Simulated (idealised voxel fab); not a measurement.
process module | voxel double patterning
cross-section cut | 200 nm wide | cells 5 nm
A cross-section is a grid of square cells, given in bands from the top down. A band is one or more rows of cells.
Each band's line starts with the height of the band's top and of its bottom, in nm. Then come its materials from left to right, each with its width in nm. One material with "throughout" fills the band from edge to edge. "air" is empty space.
Height 0 is the level under which the wafer as received is all one material. The lowest band goes on downwards, as in "0 down".
A width such as "30 to 40" changes by the same amount from each row of cells to the next, from the band's top row to its bottom row.
"no change" after a step means that no cell of the cross-section changed.
closed voids: empty space of 8 cells or more with no open way to the top, each as width x height at its distance from the left edge, in nm
after a step's settings: what the simulator itself notes on the step
overlay nm, on a step with a mask: how far to the right of its planned place the mask lay; to the left if negative
plan
1 op RECEIVE | material Si
2 op CONFORMAL_DEP | material SiO2 | thk nm 10
3 op DIRECTIONAL_DEP | material W | thk nm 10
4 op DIRECTIONAL_DEP | material SiN | thk nm 10
5 op MASKED_ETCH | tone open | mask id FIRST | width nm 15 | pitch nm 50 | etch materials SiN | depth nm 10 | overlay nm 0
6 op MASKED_ETCH | tone open | mask id SECOND | width nm 15 | etch materials SiN | depth nm 10 | overlay nm 0
7 op DIRECTIONAL_ETCH | etch materials W | depth nm 10
8 op STRIP | etch materials SiN
varied across the wafers: width nm of step 5. The plan shows the first wafer's value. All wafers start alike
first wafer as received, after step 1
  0 down: Si throughout
  closed voids: none
first wafer at the end, after step 8
  20 to 10: W 65 | air 15 | W 10 | air 15 | W 10 | air 15 | W 70
  10 to 0: SiO2 throughout
  0 down: Si throughout
  closed voids: none
last wafer at the end
  20 to 10: W 60 | air 45 | W 5 | air 30 | W 60
  10 to 0: SiO2 throughout
  0 down: Si throughout
  closed voids: none
each wafer at the end: cells of each material gained (+) or lost (-) since it was received, then its closed voids
width nm 15 | +80 SiO2 | +62 W | closed voids: none
width nm 20 | +80 SiO2 | +58 W | closed voids: none
width nm 25 | +80 SiO2 | +54 W | closed voids: none
width nm 30 | +80 SiO2 | +50 W | closed voids: none
